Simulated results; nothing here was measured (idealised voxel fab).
This section sets out a process module, namely voxel gate over fins.
Shown is cross-section cut, with a width of 195 nm and square cells of size 5 nm.
Square cells in a grid make up a cross-section in this document, and the grid is given as bands, listed from the top down, each one or more rows of cells.
A band entry consists of two parts. The first gives the height of the band's top and the height of its bottom, in nm. The rest lists the band's materials from left to right, each with its width in nm. A single material labelled with the word "full width" fills the band from edge to edge, and the word "empty" marks empty space.
Heights are measured from 0, the level below which the as-received wafer is all one material; the lowest band has no bottom and continues downward, written as in "z 0 and below".
Graded width ("30..40"): value in top row of band = first number; value in bottom row = second number; row-to-row change constant.
"remains unaltered" for a step: no cell of the cross-section changed in that step.
"Internal closed voids" specifies each empty space that is not open to the top and that occupies no fewer than 8 cells, using the form width x height at distance, the distance measured from the left edge and all three quantities in nm.
It should be noted that, on the line of a given step, the content following the step's settings is a remark produced by the simulator itself with respect to that step.
For masked steps, "overlay nm" on the step line gives how far right of plan the mask actually lay; a minus sign means it lay to the left.
[The following list gives the planned process steps]
- 1: RECEIVE: material Si
- 2: CONFORMAL_DEP: material SiN, thk nm 5
- 3: PATTERN: tone cover, mask id FINS, material resist, width nm 15, pitch nm 45, thk nm 20, overlay nm -5
- 4: DIRECTIONAL_ETCH: etch materials SiN, depth nm 5
- 5: DIRECTIONAL_ETCH: etch materials Si, depth nm 30
- 6: STRIP: etch materials resist
- 7: OXIDIZE: depth nm 5
- 8: FILL_DEP: material SiO2, thk nm 5
- 9: CMP: height nm 5
- 10: SELECTIVE_ETCH: etch materials SiO2, depth nm 20
- 11: STRIP: etch materials SiN
- 12: CONFORMAL_DEP: material HfO2, thk nm 5
- 13: CONFORMAL_DEP: material TiN, thk nm 5
- 14: FILL_DEP: material W, thk nm 10
- 15: CMP: height nm 15
- 16: CONFORMAL_DEP: material SiN, thk nm 10
Across this set of wafers, the varied parameter is the overlay nm of step 3. Starting conditions are identical for every wafer, and the plan reports the value assigned to the first wafer.
[first wafer as received, after step 1]
  z 0 and below  Si full width
  Internal closed voids: none
[Where each wafer stands at the end of the module, a row apiece: cells of each material gained (+) or lost (-) since it was received, then closed voids]
overlay nm -5, +63 HfO2, -245 Si, +78 SiN, +140 SiO2, +63 TiN, +96 W, Internal closed voids: none
overlay nm 0, +63 HfO2, -245 Si, +78 SiN, +140 SiO2, +63 TiN, +96 W, Internal closed voids: none
overlay nm 5, +63 HfO2, -245 Si, +78 SiN, +140 SiO2, +63 TiN, +96 W, Internal closed voids: none
overlay nm 10, +63 HfO2, -245 Si, +78 SiN, +140 SiO2, +63 TiN, +96 W, Internal closed voids: none
